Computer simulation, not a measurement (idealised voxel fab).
Module name: voxel wiring stack (process module)
We display cut, a cross-section 290 nm in width whose square cells are each 5 nm.
A cross-section in this document is a grid of square cells, and it is written down as bands, the top band listed before the ones below it; a band is made up of one or more rows of cells. Band: top height; bottom height; in nm. Then, left to right: material with width in nm, for each material. "everywhere": a single material spanning edge to edge. "blank": empty space. Heights are expressed relative to 0, this being the level below which the as-received wafer comprises one material exclusively. The lowest band is unbounded in the downward direction and is denoted as in "0 and below". A width given as "30..40" starts at the first number in the band's top row and ends at the second number in its bottom row, shifting by an equal amount at every step from row to row. Take "no alteration" at face value: in the step it is given for, the cross-section changed in none of its cells. Listed in "Entrapped voids": every empty space of 8 or more cells without an open way to the top. Form: width x height at distance, the distance being from the left edge, all in nm. Note: text after step settings on the step line = simulator remark on that step. On any step carrying a mask, the "overlay nm" setting, if present on the step's line, tells how far right of its planned place the mask lay; negative values point to the left.
### Process steps - plan
1) RECEIVE | material Si
2) CONFORMAL_DEP | material SiO2 | thk nm 15
3) CONFORMAL_DEP | material SiN | thk nm 5
4) DIRECTIONAL_DEP | material SiO2 | thk nm 15
5) PATTERN | tone open | mask id METAL_1 | material resist | width nm 20 | pitch nm 50 | thk nm 20 | overlay nm 0
6) DIRECTIONAL_ETCH | etch materials SiO2 | depth nm 15
7) DIRECTIONAL_ETCH | etch materials SiN | depth nm 5
8) STRIP | etch materials resist
9) CONFORMAL_DEP | material TiN | thk nm 5
10) FILL_DEP | material Cu | thk nm 5
11) CMP | height nm 35
12) CONFORMAL_DEP | material SiCN | thk nm 5
13) DIRECTIONAL_DEP | material SiO2 | thk nm 25
14) DIRECTIONAL_DEP | material aC | thk nm 15
15) PATTERN | tone open | mask id METAL_2_HOLES | material resist | width nm 15 | pitch nm 100 | thk nm 35 | overlay nm 0
16) DIRECTIONAL_ETCH | etch materials aC | depth nm 15
17) STRIP | etch materials resist
18) DIRECTIONAL_ETCH | etch materials SiO2 | depth nm 25
19) STRIP | etch materials aC
20) PATTERN | tone open | mask id METAL_2 | material resist | width nm 20 | pitch nm 50 | thk nm 15 | overlay nm 0
21) DIRECTIONAL_ETCH | etch materials SiO2 | depth nm 15
22) DIRECTIONAL_ETCH | etch materials SiCN | depth nm 5
23) STRIP | etch materials resist
24) CONFORMAL_DEP | material TiN | thk nm 5
25) FILL_DEP | material Ru | thk nm 10
26) CMP | height nm 65
27) CONFORMAL_DEP | material SiCN | thk nm 5
28) DIRECTIONAL_DEP | material lowk | thk nm 30
29) PATTERN | tone open | mask id METAL_3_HOLES | material resist | width nm 15 | pitch nm 100 | thk nm 20 | overlay nm 0
30) DIRECTIONAL_ETCH | etch materials lowk | depth nm 30
31) STRIP | etch materials resist
32) MASKED_ETCH | tone open | mask id METAL_3 | width nm 20 | pitch nm 50 | etch materials lowk | depth nm 20 | overlay nm 0
33) MASKED_ETCH | tone open | mask id METAL_3 | width nm 20 | pitch nm 50 | etch materials SiCN | depth nm 5 | overlay nm 0
34) CONFORMAL_DEP | material TiN | thk nm 5
35) FILL_DEP | material Ru | thk nm 10
36) CMP | height nm 100
37) CONFORMAL_DEP | material SiCN | thk nm 5
38) DIRECTIONAL_DEP | material lowk | thk nm 10
39) MASKED_ETCH | tone open | mask id PLUG_3 | width nm 15 | pitch nm 50 | etch materials lowk | depth nm 10 | overlay nm 0
40) MASKED_ETCH | tone open | mask id PLUG_3 | width nm 15 | pitch nm 50 | etch materials SiCN | depth nm 5 | overlay nm 0
41) EPI | material Ru | thk nm 10
42) EPI | material Ru | thk nm 5
43) CONFORMAL_DEP | material SiN | thk nm 5
44) DIRECTIONAL_DEP | material lowk | thk nm 15
45) DIRECTIONAL_DEP | material aC | thk nm 15
46) PATTERN | tone open | mask id METAL_4 | material resist | width nm 20 | pitch nm 50 | thk nm 35 | overlay nm 0
47) DIRECTIONAL_ETCH | etch materials aC | depth nm 15
48) STRIP | etch materials resist
49) DIRECTIONAL_ETCH | etch materials lowk | depth nm 15
50) DIRECTIONAL_ETCH | etch materials SiN | depth nm 5
51) STRIP | etch materials aC
52) CONFORMAL_DEP | material TiN | thk nm 5
53) FILL_DEP | material Ru | thk nm 5
54) CMP | height nm 135
55) EPI | material Ru | thk nm 5
56) FILL_DEP | material SiCN | thk nm 5
It is noted that the wafers described herein are identical at the outset and are distinguished by the width nm of step 29; the value stated in the plan corresponds to the first wafer.
### The as-received cross-section of the first of several wafers corresponds to the state after step 1
0 and below | Si everywhere
Entrapped voids: none
### Take a look at the first of several wafers in cross-section: the module is done, and step 56 was its last step
145 down to 140 | SiCN everywhere
140 down to 135 | 80 nm SiCN; 30 nm Ru; 20 nm SiCN; 30 nm Ru; 20 nm SiCN; 30 nm Ru; 80 nm SiCN
135 down to 120 | 85 nm lowk; 5 nm TiN; 10 nm Ru; 5 nm TiN; 30 nm lowk; 5 nm TiN; 10 nm Ru; 5 nm TiN; 30 nm lowk; 5 nm TiN; 10 nm Ru; 5 nm TiN; 85 nm lowk
120 down to 115 | 85 nm SiN; 20 nm TiN; 30 nm SiN; 20 nm TiN; 30 nm SiN; 20 nm TiN; 85 nm SiN
115 down to 105 | 85 nm lowk; 15 nm Ru; 35 nm lowk; 15 nm Ru; 35 nm lowk; 15 nm Ru; 90 nm lowk
105 down to 100 | 85 nm SiCN; 15 nm Ru; 35 nm SiCN; 15 nm Ru; 35 nm SiCN; 15 nm Ru; 90 nm SiCN
100 down to 85 | 85 nm lowk; 5 nm TiN; 10 nm Ru; 5 nm TiN; 30 nm lowk; 5 nm TiN; 10 nm Ru; 5 nm TiN; 30 nm lowk; 5 nm TiN; 10 nm Ru; 5 nm TiN; 85 nm lowk
85 down to 80 | 85 nm lowk; 5 nm TiN; 5 nm Ru; 10 nm TiN; 30 nm lowk; 20 nm TiN; 30 nm lowk; 5 nm TiN; 5 nm Ru; 10 nm TiN; 85 nm lowk
80 down to 70 | 85 nm lowk; 5 nm TiN; 5 nm Ru; 5 nm TiN; 85 nm lowk; 5 nm TiN; 5 nm Ru; 5 nm TiN; 90 nm lowk
70 down to 65 | 85 nm SiCN; 15 nm TiN; 85 nm SiCN; 15 nm TiN; 90 nm SiCN
65 down to 55 | 85 nm SiO2; 5 nm TiN; 10 nm Ru; 5 nm TiN; 30 nm SiO2; 5 nm TiN; 10 nm Ru; 5 nm TiN; 30 nm SiO2; 5 nm TiN; 10 nm Ru; 5 nm TiN; 85 nm SiO2
55 down to 50 | 85 nm SiO2; 5 nm TiN; 5 nm Ru; 10 nm TiN; 30 nm SiO2; 20 nm TiN; 30 nm SiO2; 5 nm TiN; 5 nm Ru; 10 nm TiN; 85 nm SiO2
50 down to 40 | 85 nm SiO2; 5 nm TiN; 5 nm Ru; 5 nm TiN; 85 nm SiO2; 5 nm TiN; 5 nm Ru; 5 nm TiN; 90 nm SiO2
40 down to 35 | 85 nm SiCN; 15 nm TiN; 85 nm SiCN; 15 nm TiN; 90 nm SiCN
35 down to 20 | 85 nm SiO2; 5 nm TiN; 10 nm Cu; 5 nm TiN; 30 nm SiO2; 5 nm TiN; 10 nm Cu; 5 nm TiN; 30 nm SiO2; 5 nm TiN; 10 nm Cu; 5 nm TiN; 85 nm SiO2
20 down to 15 | 85 nm SiN; 20 nm TiN; 30 nm SiN; 20 nm TiN; 30 nm SiN; 20 nm TiN; 85 nm SiN
15 down to 0 | SiO2 everywhere
0 and below | Si everywhere
Entrapped voids: none
### Here's the last wafer cross-sectioned at the end of the module
145 down to 140 | SiCN everywhere
140 down to 135 | 80 nm SiCN; 30 nm Ru; 20 nm SiCN; 30 nm Ru; 20 nm SiCN; 30 nm Ru; 80 nm SiCN
135 down to 120 | 85 nm lowk; 5 nm TiN; 10 nm Ru; 5 nm TiN; 30 nm lowk; 5 nm TiN; 10 nm Ru; 5 nm TiN; 30 nm lowk; 5 nm TiN; 10 nm Ru; 5 nm TiN; 85 nm lowk
120 down to 115 | 85 nm SiN; 20 nm TiN; 30 nm SiN; 20 nm TiN; 30 nm SiN; 20 nm TiN; 85 nm SiN
115 down to 105 | 85 nm lowk; 15 nm Ru; 35 nm lowk; 15 nm Ru; 35 nm lowk; 15 nm Ru; 90 nm lowk
105 down to 100 | 85 nm SiCN; 15 nm Ru; 35 nm SiCN; 15 nm Ru; 35 nm SiCN; 15 nm Ru; 90 nm SiCN
100 down to 85 | 80 nm lowk; 5 nm TiN; 20 nm Ru; 5 nm TiN; 25 nm lowk; 5 nm TiN; 10 nm Ru; 5 nm TiN; 25 nm lowk; 5 nm TiN; 20 nm Ru; 5 nm TiN; 80 nm lowk
85 down to 80 | 80 nm lowk; 5 nm TiN; 20 nm Ru; 5 nm TiN; 25 nm lowk; 20 nm TiN; 25 nm lowk; 5 nm TiN; 20 nm Ru; 5 nm TiN; 80 nm lowk
80 down to 70 | 80 nm lowk; 5..10 nm TiN; 20..10 nm Ru; 5..10 nm TiN; 70 nm lowk; 5..10 nm TiN; 20..10 nm Ru; 5..10 nm TiN; 80 nm lowk
70 down to 65 | 85 nm SiCN; 20 nm TiN; 80 nm SiCN; 20 nm TiN; 85 nm SiCN
65 down to 55 | 85 nm SiO2; 5 nm TiN; 10 nm Ru; 5 nm TiN; 30 nm SiO2; 5 nm TiN; 10 nm Ru; 5 nm TiN; 30 nm SiO2; 5 nm TiN; 10 nm Ru; 5 nm TiN; 85 nm SiO2
55 down to 50 | 85 nm SiO2; 5 nm TiN; 5 nm Ru; 10 nm TiN; 30 nm SiO2; 20 nm TiN; 30 nm SiO2; 5 nm TiN; 5 nm Ru; 10 nm TiN; 85 nm SiO2
50 down to 40 | 85 nm SiO2; 5 nm TiN; 5 nm Ru; 5 nm TiN; 85 nm SiO2; 5 nm TiN; 5 nm Ru; 5 nm TiN; 90 nm SiO2
40 down to 35 | 85 nm SiCN; 15 nm TiN; 85 nm SiCN; 15 nm TiN; 90 nm SiCN
35 down to 20 | 85 nm SiO2; 5 nm TiN; 10 nm Cu; 5 nm TiN; 30 nm SiO2; 5 nm TiN; 10 nm Cu; 5 nm TiN; 30 nm SiO2; 5 nm TiN; 10 nm Cu; 5 nm TiN; 85 nm SiO2
20 down to 15 | 85 nm SiN; 20 nm TiN; 30 nm SiN; 20 nm TiN; 30 nm SiN; 20 nm TiN; 85 nm SiN
15 down to 0 | SiO2 everywhere
0 and below | Si everywhere
Entrapped voids: none
### Table: wafers, a row each; end-of-module cell change per material since receipt, gain (+), loss (-); then closed voids
width nm 15, +18 Cu, +105 Ru, +251 SiCN, +92 SiN, +554 SiO2, +138 TiN, +524 lowk, Entrapped voids: none
width nm 20, +18 Cu, +111 Ru, +249 SiCN, +92 SiN, +554 SiO2, +138 TiN, +520 lowk, Entrapped voids: none
width nm 25, +18 Cu, +121 Ru, +249 SiCN, +92 SiN, +554 SiO2, +140 TiN, +508 lowk, Entrapped voids: none
width nm 30, +18 Cu, +131 Ru, +249 SiCN, +92 SiN, +554 SiO2, +142 TiN, +496 lowk, Entrapped voids: none
